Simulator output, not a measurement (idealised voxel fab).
The process module presented herein is designated voxel wiring stack.
The cross-section shown here is cut; it is 140 nm wide and divided into square cells measuring 5 nm on a side.
How to read a cross-section here: the picture is a grid of square cells, written as bands going from the top down, and any band can span one or more rows of cells. Within each band entry, the heights of the top and of the bottom of the band appear first, in that order and in nm; the materials of the band then follow from left to right, each with its corresponding width in nm. The designation "throughout" on a single material indicates that it fills the band from edge to edge; the designation "empty" indicates empty space. We count height from 0. Below that, the starting wafer is all one material. The lowest band never ends at the bottom but goes on down; see "z 0 and below" for how that is written. So if you see something like "30->40" for the width, read it as the top row of the band sitting at the first number and the bottom row at the second, with every row in between moving by the same amount as the last. When a step is marked "all unchanged", none of the cells in the cross-section changed during that step. In "Trapped voids" the enclosed voids are listed, meaning empty spaces of 8 cells or larger without any opening to the top. The form is width x height at distance, distance from the left edge, units nm. On each step's line, the part that comes after the settings is the simulator's own comment on the step. "overlay nm" on a masked step: distance the mask lay right of its planned place, negative for left.
Here's what the planned process steps look like:
1,RECEIVE (material Si)
2,CONFORMAL_DEP (material SiO2; thk nm 10)
3,DIRECTIONAL_DEP (material TiN; thk nm 5)
4,DIRECTIONAL_DEP (material W; thk nm 20)
5,PATTERN (tone cover; mask id METAL_1; material resist; width nm 25; pitch nm 55; thk nm 15; overlay nm 0)
6,DIRECTIONAL_ETCH (etch materials W; depth nm 20)
7,DIRECTIONAL_ETCH (etch materials TiN; depth nm 5)
8,STRIP (etch materials resist)
9,CONFORMAL_DEP (material SiCN; thk nm 5)
10,FILL_DEP (material lowk; thk nm 5)
11,CMP (height nm 35)
12,CONFORMAL_DEP (material SiCN; thk nm 5)
13,DIRECTIONAL_DEP (material lowk; thk nm 20)
14,PATTERN (tone open; mask id PLUG_1; material resist; width nm 15; pitch nm 55; thk nm 15; overlay nm -15)
15,DIRECTIONAL_ETCH (etch materials lowk; depth nm 20)
16,DIRECTIONAL_ETCH (etch materials SiCN; depth nm 5)
17,STRIP (etch materials resist)
18,CONFORMAL_DEP (material TiN; thk nm 5)
19,FILL_DEP (material Cu; thk nm 5)
20,CMP (height nm 60)
21,DIRECTIONAL_DEP (material TiN; thk nm 5)
22,DIRECTIONAL_DEP (material Ru; thk nm 20)
23,PATTERN (tone cover; mask id METAL_2; material resist; width nm 25; pitch nm 55; thk nm 20; overlay nm 0)
24,DIRECTIONAL_ETCH (etch materials Ru; depth nm 20)
25,DIRECTIONAL_ETCH (etch materials TiN; depth nm 5)
26,STRIP (etch materials resist)
27,CONFORMAL_DEP (material SiCN; thk nm 5)
28,FILL_DEP (material SiO2; thk nm 10)
29,CMP (height nm 85)
30,CONFORMAL_DEP (material SiCN; thk nm 5)
31,DIRECTIONAL_DEP (material lowk; thk nm 35)
32,DIRECTIONAL_DEP (material aC; thk nm 10)
33,PATTERN (tone open; mask id METAL_3_HOLES; material resist; width nm 15; thk nm 25; overlay nm 0)
34,DIRECTIONAL_ETCH (etch materials aC; depth nm 10)
35,STRIP (etch materials resist)
36,DIRECTIONAL_ETCH (etch materials lowk; depth nm 35)
37,STRIP (etch materials aC)
38,PATTERN (tone open; mask id METAL_3; material resist; width nm 25; pitch nm 55; thk nm 15; overlay nm 0)
39,DIRECTIONAL_ETCH (etch materials lowk; depth nm 20)
40,DIRECTIONAL_ETCH (etch materials SiCN; depth nm 5)
41,STRIP (etch materials resist)
42,CONFORMAL_DEP (material TiN; thk nm 5)
43,FILL_DEP (material Cu; thk nm 10)
44,CMP (height nm 125)
45,CONFORMAL_DEP (material SiCN; thk nm 5)
Among the wafers covered here, the point of difference is the overlay nm at step 14; their starting state is shared, and the plan presents the value of the first wafer.
Received condition of the first of several wafers, sectioned: post-step 1:
	z 0 and below: Si throughout
	Trapped voids: none
Cross-section of the first of several wafers, taken after step 45, where the module ends:
	z 130 to 125: SiCN throughout
	z 125 to 110: 30 of lowk, then 5 of TiN, then 15 of Cu, then 5 of TiN, then 30 of lowk, then 5 of TiN, then 15 of Cu, then 5 of TiN, then 30 of lowk
	z 110 to 105: 30 of lowk, then 5 of TiN, then 5 of Cu, then 15 of TiN, then 30 of lowk, then 25 of TiN, then 30 of lowk
	z 105 to 90: 30 of lowk, then 5 of TiN, then 5 of Cu, then 5 of TiN, then 95 of lowk
	z 90 to 85: 30 of SiCN, then 15 of TiN, then 95 of SiCN
	z 85 to 65: 25 of SiO2, then 5 of SiCN, then 25 of Ru, then 5 of SiCN, then 20 of SiO2, then 5 of SiCN, then 25 of Ru, then 5 of SiCN, then 25 of SiO2
	z 65 to 60: 30 of SiCN, then 25 of TiN, then 30 of SiCN, then 25 of TiN, then 30 of SiCN
	z 60 to 40: 15 of lowk, then 5 of TiN, then 5 of Cu, then 5 of TiN, then 40 of lowk, then 5 of TiN, then 5 of Cu, then 5 of TiN, then 55 of lowk
	z 40 to 35: 15 of SiCN, then 15 of TiN, then 40 of SiCN, then 15 of TiN, then 55 of SiCN
	z 35 to 15: 25 of lowk, then 5 of SiCN, then 25 of W, then 5 of SiCN, then 20 of lowk, then 5 of SiCN, then 25 of W, then 5 of SiCN, then 25 of lowk
	z 15 to 10: 30 of SiCN, then 25 of TiN, then 30 of SiCN, then 25 of TiN, then 30 of SiCN
	z 10 to 0: SiO2 throughout
	z 0 and below: Si throughout
	Trapped voids: none
So this is the cross-section on the last wafer at the end of the module:
	z 130 to 125: SiCN throughout
	z 125 to 110: 30 of lowk, then 5 of TiN, then 15 of Cu, then 5 of TiN, then 30 of lowk, then 5 of TiN, then 15 of Cu, then 5 of TiN, then 30 of lowk
	z 110 to 105: 30 of lowk, then 5 of TiN, then 5 of Cu, then 15 of TiN, then 30 of lowk, then 25 of TiN, then 30 of lowk
	z 105 to 90: 30 of lowk, then 5 of TiN, then 5 of Cu, then 5 of TiN, then 95 of lowk
	z 90 to 85: 30 of SiCN, then 15 of TiN, then 95 of SiCN
	z 85 to 65: 25 of SiO2, then 5 of SiCN, then 25 of Ru, then 5 of SiCN, then 20 of SiO2, then 5 of SiCN, then 25 of Ru, then 5 of SiCN, then 25 of SiO2
	z 65 to 60: 30 of SiCN, then 25 of TiN, then 30 of SiCN, then 25 of TiN, then 30 of SiCN
	z 60 to 40: 45 of lowk, then 5 of TiN, then 5 of Cu, then 5 of TiN, then 40 of lowk, then 5 of TiN, then 5 of Cu, then 5 of TiN, then 25 of lowk
	z 40 to 35: 45 of SiCN, then 15 of TiN, then 40 of SiCN, then 15 of TiN, then 25 of SiCN
	z 35 to 15: 25 of lowk, then 5 of SiCN, then 25 of W, then 5 of SiCN, then 20 of lowk, then 5 of SiCN, then 25 of W, then 5 of SiCN, then 25 of lowk
	z 15 to 10: 30 of SiCN, then 25 of TiN, then 30 of SiCN, then 25 of TiN, then 30 of SiCN
	z 10 to 0: SiO2 throughout
	z 0 and below: Si throughout
	Trapped voids: none
Per wafer (row), end of module: delta in cells per material since receipt, (+) for gained, (-) for lost; closed voids after that:
overlay nm -15 | +30 Cu | +40 Ru | +143 SiCN | +112 SiO2 | +72 TiN | +40 W | +291 lowk | Trapped voids: none
overlay nm -10 | +30 Cu | +40 Ru | +143 SiCN | +112 SiO2 | +72 TiN | +40 W | +291 lowk | Trapped voids: none
overlay nm -5 | +30 Cu | +40 Ru | +143 SiCN | +112 SiO2 | +72 TiN | +40 W | +291 lowk | Trapped voids: none
overlay nm 0 | +30 Cu | +40 Ru | +143 SiCN | +112 SiO2 | +72 TiN | +40 W | +291 lowk | Trapped voids: none
overlay nm 5 | +30 Cu | +40 Ru | +143 SiCN | +112 SiO2 | +72 TiN | +40 W | +291 lowk | Trapped voids: none
overlay nm 10 | +30 Cu | +40 Ru | +143 SiCN | +112 SiO2 | +72 TiN | +40 W | +291 lowk | Trapped voids: none
overlay nm 15 | +30 Cu | +40 Ru | +143 SiCN | +112 SiO2 | +72 TiN | +40 W | +291 lowk | Trapped voids: none
